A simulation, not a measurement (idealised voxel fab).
Proc. module: voxel capacitor over wiring
Cross-section cut: width 140 nm, square cells of 5 nm.
A cross-section in this document is a grid of square cells, and it is written down as bands, the top band listed before the ones below it; a band is made up of one or more rows of cells. This entry defines a band. It first specifies the height of the band's top and the height of its bottom in nm, and then specifies the band's materials from left to right, stating each material with its width in nm. The word "everywhere" identifies a single material that fills the band from edge to edge, while the word "empty" identifies empty space. Heights are measured from 0, the level below which the as-received wafer is all one material; the lowest band has no bottom and continues downward, written as in "top 0, no bottom". Width: "30->40" (first number = top row, second number = bottom row, same change from row to row of cells). Given "nothing was modified" for a step, no cell of the cross-section differs between before and after that step. "Closed void catalog" enumerates empty spaces isolated from the top, with no open way to it, that contain at least 8 cells, giving each as width x height at distance from the left edge, all three in nm. Post-settings text on a step line: simulator's own remark regarding the step. "overlay nm" answers the question of how far to the right of plan the mask lay on a step that has a mask, and when it is negative the answer is to the left.
[Process steps foreseen in the plan]
- 1: RECEIVE with material Si
- 2: CONFORMAL_DEP with material SiO2, thk nm 15
- 3: DIRECTIONAL_DEP with material TiN, thk nm 5
- 4: DIRECTIONAL_DEP with material Ru, thk nm 15
- 5: PATTERN with tone cover, mask id METAL_1, material resist, width nm 25, pitch nm 85, thk nm 15, overlay nm 0
- 6: DIRECTIONAL_ETCH with etch materials Ru, depth nm 15
- 7: DIRECTIONAL_ETCH with etch materials TiN, depth nm 5
- 8: STRIP with etch materials resist
- 9: FILL_DEP with material lowk, thk nm 10
- 10: CMP with height nm 35
- 11: CONFORMAL_DEP with material SiCN, thk nm 5
- 12: DIRECTIONAL_DEP with material lowk, thk nm 20
- 13: PATTERN with tone open, mask id PLUG_1, material resist, width nm 15, thk nm 15, overlay nm 0
- 14: DIRECTIONAL_ETCH with etch materials lowk, depth nm 20
- 15: DIRECTIONAL_ETCH with etch materials SiCN, depth nm 5
- 16: STRIP with etch materials resist
- 17: EPI with material Ru, thk nm 10
- 18: EPI with material Ru, thk nm 10
- 19: EPI with material Ru, thk nm 5
- 20: DIRECTIONAL_DEP with material TiN, thk nm 10
- 21: DIRECTIONAL_DEP with material SiN, thk nm 5
- 22: DIRECTIONAL_DEP with material TiN, thk nm 5
- 23: MASKED_ETCH with tone cover, mask id UPPER_PLATE, width nm 65, etch materials TiN, depth nm 5, overlay nm 0
- 24: MASKED_ETCH with tone cover, mask id UPPER_PLATE, width nm 65, etch materials SiN, depth nm 5, overlay nm 0
- 25: MASKED_ETCH with tone cover, mask id LOWER_PLATE, width nm 75, etch materials TiN, depth nm 10, overlay nm 0
- 26: FILL_DEP with material SiO2, thk nm 15
- 27: CMP with height nm 90
- 28: MASKED_ETCH with tone open, mask id PLUG_2, width nm 15, etch materials SiO2, depth nm 10, overlay nm 0
- 29: CONFORMAL_DEP with material TiN, thk nm 5
- 30: FILL_DEP with material Ru, thk nm 10
- 31: CMP with height nm 90
- 32: CONFORMAL_DEP with material SiCN, thk nm 5
[The following pertains to the first of two wafers, which was processed as planned]
[This is the cross-section of the wafer as we received it, i.e. after step 1]
    top 0, no bottom: Si everywhere
    Closed void catalog: none
[after step 2]
    top 15, bottom 0: SiO2 everywhere
    Lower than 0, everything is as it was.
[after step 3]
    top 20, bottom 15: TiN everywhere
    Lower than 15, everything is as it was.
[after step 4]
    top 35, bottom 20: Ru everywhere
    Lower than 20, everything is as it was.
[after step 5]
    top 50, bottom 35: empty 15, resist 25, empty 60, resist 25, empty 15
    Lower than 35, everything is as it was.
[after step 6]
    top 50, bottom 35: empty 15, resist 25, empty 60, resist 25, empty 15
    top 35, bottom 20: empty 15, Ru 25, empty 60, Ru 25, empty 15
    Lower than 20, everything is as it was.
[after step 7]
    top 50, bottom 35: empty 15, resist 25, empty 60, resist 25, empty 15
    top 35, bottom 20: empty 15, Ru 25, empty 60, Ru 25, empty 15
    top 20, bottom 15: empty 15, TiN 25, empty 60, TiN 25, empty 15
    Lower than 15, everything is as it was.
[after step 8]
    top 35, bottom 20: empty 15, Ru 25, empty 60, Ru 25, empty 15
    Lower than 20, everything is as it was.
[after step 9]
    top 45, bottom 35: lowk everywhere
    top 35, bottom 20: lowk 15, Ru 25, lowk 60, Ru 25, lowk 15
    top 20, bottom 15: lowk 15, TiN 25, lowk 60, TiN 25, lowk 15
    Lower than 15, everything is as it was.
[after step 10]
    top 35, bottom 20: lowk 15, Ru 25, lowk 60, Ru 25, lowk 15
    Lower than 20, everything is as it was.
[after step 11]
    top 40, bottom 35: SiCN everywhere
    Lower than 35, everything is as it was.
[after step 12]
    top 60, bottom 40: lowk everywhere
    Lower than 40, everything is as it was.
[after step 13]
    top 75, bottom 60: resist 25, empty 15, resist 100
    Lower than 60, everything is as it was.
[after step 14]
    top 75, bottom 60: resist 25, empty 15, resist 100
    top 60, bottom 40: lowk 25, empty 15, lowk 100
    Lower than 40, everything is as it was.
[after step 15]
    top 75, bottom 60: resist 25, empty 15, resist 100
    top 60, bottom 40: lowk 25, empty 15, lowk 100
    top 40, bottom 35: SiCN 25, empty 15, SiCN 100
    Lower than 35, everything is as it was.
[after step 16]
    top 60, bottom 40: lowk 25, empty 15, lowk 100
    Lower than 40, everything is as it was.
[after step 17]
    top 60, bottom 45: lowk 25, empty 15, lowk 100
    top 45, bottom 40: lowk 25, Ru 15, lowk 100
    top 40, bottom 35: SiCN 25, Ru 15, SiCN 100
    Lower than 35, everything is as it was.
[after step 18]
    top 60, bottom 55: lowk 25, empty 15, lowk 100
    top 55, bottom 40: lowk 25, Ru 15, lowk 100
    Lower than 40, everything is as it was.
[after step 19]
    top 60, bottom 40: lowk 25, Ru 15, lowk 100
    Lower than 40, everything is as it was.
[after step 20]
    top 70, bottom 60: TiN everywhere
    Lower than 60, everything is as it was.
[after step 21]
    top 75, bottom 70: SiN everywhere
    Lower than 70, everything is as it was.
[after step 22]
    top 80, bottom 75: TiN everywhere
    Lower than 75, everything is as it was.
[after step 23]
    top 80, bottom 75: empty 25, TiN 65, empty 50
    Lower than 75, everything is as it was.
[after step 24]
    top 80, bottom 75: empty 25, TiN 65, empty 50
    top 75, bottom 70: empty 25, SiN 65, empty 50
    Lower than 70, everything is as it was.
[after step 25]
    top 80, bottom 75: empty 25, TiN 65, empty 50
    top 75, bottom 70: empty 25, SiN 65, empty 50
    top 70, bottom 60: empty 20, TiN 75, empty 45
    Lower than 60, everything is as it was.
[after step 26]
    top 95, bottom 80: SiO2 everywhere
    top 80, bottom 75: SiO2 25, TiN 65, SiO2 50
    top 75, bottom 70: SiO2 25, SiN 65, SiO2 50
    top 70, bottom 60: SiO2 20, TiN 75, SiO2 45
    Lower than 60, everything is as it was.
[after step 27]
    top 90, bottom 80: SiO2 everywhere
    Lower than 80, everything is as it was.
[after step 28]
    top 90, bottom 80: SiO2 35, empty 15, SiO2 90
    Lower than 80, everything is as it was.
[after step 29]
    top 95, bottom 90: TiN 40, empty 5, TiN 95
    top 90, bottom 85: SiO2 35, TiN 5, empty 5, TiN 5, SiO2 90
    top 85, bottom 75: SiO2 35->25, TiN 15->65, SiO2 90->50
    Lower than 75, everything is as it was.
[after step 30]
    top 105, bottom 95: Ru everywhere
    top 95, bottom 90: TiN 40, Ru 5, TiN 95
    top 90, bottom 85: SiO2 35, TiN 5, Ru 5, TiN 5, SiO2 90
    Lower than 85, everything is as it was.
[after step 31]
    top 90, bottom 85: SiO2 35, TiN 5, Ru 5, TiN 5, SiO2 90
    Lower than 85, everything is as it was.
[after step 32]
    top 95, bottom 90: SiCN everywhere
    Lower than 90, everything is as it was.
[Wafer two of two - same starting point, same process plan, one mistake in execution; matches wafer one up to and including step 18]
[Planned end of step 19: second wafer, cross-section]
    top 70, bottom 65: TiN 25, empty 15, TiN 100
    top 65, bottom 60: TiN everywhere
    top 60, bottom 55: lowk 25, TiN 15, lowk 100
    Lower than 55, everything is as it was.
[Planned end of step 20: second wafer, cross-section]
    top 75, bottom 70: Ru 30, empty 5, Ru 105
    top 70, bottom 65: TiN 25, Ru 15, TiN 100
    Lower than 65, everything is as it was.
[Planned end of step 21: second wafer, cross-section]
    top 80, bottom 75: SiN 30, empty 5, SiN 105
    top 75, bottom 70: Ru 30, SiN 5, Ru 105
    Lower than 70, everything is as it was.
[Planned end of step 22: second wafer, cross-section]
    top 85, bottom 80: TiN 30, empty 5, TiN 105
    top 80, bottom 75: SiN 30, TiN 5, SiN 105
    Lower than 75, everything is as it was.
[Planned end of step 23: second wafer, cross-section]
    top 85, bottom 80: empty 25, TiN 5, empty 5, TiN 55, empty 50
    Lower than 80, everything is as it was.
[Planned end of step 24: second wafer, cross-section]
    top 85, bottom 80: empty 25, TiN 5, empty 5, TiN 55, empty 50
    top 80, bottom 75: empty 25, SiN 5, TiN 5, SiN 55, empty 50
    Lower than 75, everything is as it was.
Planned end of step 25: second wafer, cross-section: nothing was modified
[Planned end of step 26: second wafer, cross-section]
    top 100, bottom 85: SiO2 everywhere
    top 85, bottom 80: SiO2 25, TiN 5, SiO2 5, TiN 55, SiO2 50
    top 80, bottom 75: SiO2 25, SiN 5, TiN 5, SiN 55, SiO2 50
    Lower than 75, everything is as it was.
[Planned end of step 27: second wafer, cross-section]
    top 90, bottom 85: SiO2 everywhere
    Lower than 85, everything is as it was.
[Planned end of step 28: second wafer, cross-section]
    top 90, bottom 85: SiO2 35, empty 15, SiO2 90
    Lower than 85, everything is as it was.
[Planned end of step 29: second wafer, cross-section]
    top 95, bottom 90: TiN 40, empty 5, TiN 95
    top 90, bottom 85: SiO2 35, TiN 15, SiO2 90
    Lower than 85, everything is as it was.
[Planned end of step 30: second wafer, cross-section]
    top 105, bottom 95: Ru everywhere
    top 95, bottom 90: TiN 40, Ru 5, TiN 95
    Lower than 90, everything is as it was.
[Planned end of step 31: second wafer, cross-section]
    top 90, bottom 85: SiO2 35, TiN 15, SiO2 90
    Lower than 85, everything is as it was.
[Planned end of step 32: second wafer, cross-section]
    top 95, bottom 90: SiCN everywhere
    Lower than 90, everything is as it was.
Finding, execution versus plan: steps 19 and 20: order swapped relative to plan
Counted in cells at the end, the second wafer holds more or fewer of these materials than the first: Ru: 26 more | SiO2: 50 fewer | TiN: 24 more
